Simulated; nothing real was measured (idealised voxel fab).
Herein follows the process module entitled voxel transistor to metal.
Each square cell in cross-section cut measures 5 nm, and the section as a whole is 300 nm wide.
Cross-section spec: square-cell grid; bands listed top down; each band is one or more rows. Band: top height; bottom height; in nm. Then, left to right: material with width in nm, for each material. "edge to edge": a single material spanning edge to edge. "empty": empty space. Basically, 0 is our baseline, since under it the wafer straight out of the box is all one material. The bottom band has no lower end and keeps on going down, so it looks like "0 and below". The width entry "30 to 40" should be interpreted row by row: the top row of cells in the band takes the first number, the bottom row takes the second number, and the change between adjacent rows is uniform throughout. No cell of the cross-section changed in a step that is given as "no alterations made". Basically, "Entrapped voids" tells you about the enclosed voids: empty spaces with no open way to the top, 8 cells or bigger, each written width x height at distance, where distance is from the left edge, all in nm. Anything after a step's settings on that line? It's the simulator's own note about the step. A step line may carry the setting "overlay nm", which, for steps involving a mask, states the distance by which the mask lay to the right of its intended position; negative values denote displacement to the left.
Process steps - plan
- 1: RECEIVE | material Si
- 2: OXIDIZE | depth nm 5
- 3: CONFORMAL_DEP | material SiN | thk nm 10
- 4: MASKED_ETCH | tone cover | mask id ACTIVE | width nm 110 | pitch nm 130 | etch materials SiN | depth nm 10 | overlay nm 0
- 5: MASKED_ETCH | tone cover | mask id ACTIVE | width nm 110 | pitch nm 130 | etch materials SiO2 | depth nm 5 | overlay nm 0
- 6: MASKED_ETCH | tone cover | mask id ACTIVE | width nm 110 | pitch nm 130 | etch materials Si | depth nm 20 | overlay nm 0
- 7: FILL_DEP | material SiO2 | thk nm 5
- 8: CMP | height nm 10
- 9: SELECTIVE_ETCH | etch materials SiO2 | depth nm 10
- 10: STRIP | etch materials SiN
- 11: SELECTIVE_ETCH | etch materials SiO2 | depth nm 5
- 12: OXIDIZE | depth nm 5
- 13: DIRECTIONAL_DEP | material polySi | thk nm 20
- 14: DIRECTIONAL_DEP | material SiCN | thk nm 10
- 15: DIRECTIONAL_DEP | material aC | thk nm 15
- 16: PATTERN | tone cover | mask id GATE | material resist | width nm 30 | pitch nm 130 | thk nm 30 | overlay nm 0
- 17: DIRECTIONAL_ETCH | etch materials aC | depth nm 15
- 18: STRIP | etch materials resist
- 19: DIRECTIONAL_ETCH | etch materials SiCN | depth nm 20
- 20: DIRECTIONAL_ETCH | etch materials polySi | depth nm 30
- 21: STRIP | etch materials aC
- 22: CONFORMAL_DEP | material SiO2 | thk nm 5
- 23: DIRECTIONAL_ETCH | etch materials SiO2 | depth nm 5
- 24: CONFORMAL_DEP | material SiN | thk nm 5
- 25: DIRECTIONAL_ETCH | etch materials SiN | depth nm 5
- 26: DIRECTIONAL_ETCH | etch materials SiO2 | depth nm 5
- 27: DIRECTIONAL_ETCH | etch materials Si | depth nm 15
- 28: EPI | material SiGe | thk nm 15
- 29: FILL_DEP | material SiO2 | thk nm 10
- 30: CMP | height nm 15
- 31: STRIP | etch materials polySi
- 32: SELECTIVE_ETCH | etch materials SiO2 | depth nm 5
- 33: CONFORMAL_DEP | material HfO2 | thk nm 5
- 34: CONFORMAL_DEP | material TiN | thk nm 5
- 35: FILL_DEP | material W | thk nm 10
- 36: CMP | height nm 10
- 37: DIRECTIONAL_DEP | material SiO2 | thk nm 10
- 38: MASKED_ETCH | tone open | mask id CONTACT | width nm 15 | etch materials SiO2 | depth nm 30 | overlay nm 0
- 39: CONFORMAL_DEP | material TiN | thk nm 5
- 40: FILL_DEP | material W | thk nm 5
- 41: CMP | height nm 20
- 42: CONFORMAL_DEP | material SiCN | thk nm 5
- 43: DIRECTIONAL_DEP | material SiO2 | thk nm 15
- 44: DIRECTIONAL_DEP | material aC | thk nm 15
- 45: PATTERN | tone open | mask id METAL_1 | material resist | width nm 15 | thk nm 35 | overlay nm 0
- 46: DIRECTIONAL_ETCH | etch materials aC | depth nm 15
- 47: STRIP | etch materials resist
- 48: DIRECTIONAL_ETCH | etch materials SiO2 | depth nm 15
- 49: DIRECTIONAL_ETCH | etch materials SiCN | depth nm 5
- 50: STRIP | etch materials aC
- 51: CONFORMAL_DEP | material TiN | thk nm 5
- 52: FILL_DEP | material W | thk nm 10
- 53: CMP | height nm 40
- 54: CONFORMAL_DEP | material SiN | thk nm 5
Wafer at receipt (post step 1), cross-section
> 0 and below | Si edge to edge
> Entrapped voids: none
The plan above was carried out on the starting structure above with one mistake, and this cross-section shows the wafer at the end of the module
> 45 down to 40 | SiN edge to edge
> 40 down to 25 | SiO2 40 nm; TiN 5 nm; W 5 nm; TiN 5 nm; SiO2 60 nm; TiN 5 nm; W 5 nm; TiN 5 nm; SiO2 40 nm; TiN 5 nm; W 5 nm; TiN 5 nm; SiO2 60 nm; TiN 5 nm; W 5 nm; TiN 5 nm; SiO2 40 nm
> 25 down to 20 | SiCN 40 nm; TiN 15 nm; SiCN 60 nm; TiN 15 nm; SiCN 40 nm; TiN 15 nm; SiCN 60 nm; TiN 15 nm; SiCN 40 nm
> 20 down to 15 | SiO2 40 nm; TiN 5 nm; W 5 nm; TiN 5 nm; SiO2 60 nm; TiN 5 nm; W 5 nm; TiN 5 nm; SiO2 40 nm; TiN 5 nm; W 5 nm; TiN 5 nm; SiO2 60 nm; TiN 5 nm; W 5 nm; TiN 5 nm; SiO2 40 nm
> 15 down to 10 | SiO2 40 nm; TiN 15 nm; SiO2 60 nm; TiN 15 nm; SiO2 40 nm; TiN 15 nm; SiO2 60 nm; TiN 15 nm; SiO2 40 nm
> 10 down to 5 | W 65 nm; TiN 5 nm; HfO2 5 nm; SiN 5 nm; SiO2 10 nm; SiN 5 nm; HfO2 5 nm; TiN 5 nm; W 90 nm; TiN 5 nm; HfO2 5 nm; SiN 5 nm; SiO2 10 nm; SiN 5 nm; HfO2 5 nm; TiN 5 nm; W 65 nm
> 5 down to 0 | W 65 nm; TiN 5 nm; HfO2 5 nm; SiN 5 nm; SiGe 10 nm; SiN 5 nm; HfO2 5 nm; TiN 5 nm; W 90 nm; TiN 5 nm; HfO2 5 nm; SiN 5 nm; SiGe 10 nm; SiN 5 nm; HfO2 5 nm; TiN 5 nm; W 65 nm
> 0 down to -5 | TiN 70 nm; HfO2 5 nm; SiN 5 nm; SiGe 10 nm; SiN 5 nm; HfO2 5 nm; TiN 100 nm; HfO2 5 nm; SiN 5 nm; SiGe 10 nm; SiN 5 nm; HfO2 5 nm; TiN 70 nm
> -5 down to -10 | HfO2 75 nm; SiO2 5 nm; SiGe 10 nm; SiO2 5 nm; HfO2 110 nm; SiO2 5 nm; SiGe 10 nm; SiO2 5 nm; HfO2 75 nm
> -10 down to -25 | SiO2 30 nm; Si 50 nm; SiGe 10 nm; Si 50 nm; SiO2 20 nm; Si 50 nm; SiGe 10 nm; Si 50 nm; SiO2 30 nm
> -25 and below | Si edge to edge
> Entrapped voids: none
Against the plan, the run slipped here: contrary to plan, step 16 was performed as PATTERN | tone open | mask id GATE | material resist | width nm 30 | pitch nm 130 | thk nm 30 | overlay nm 0
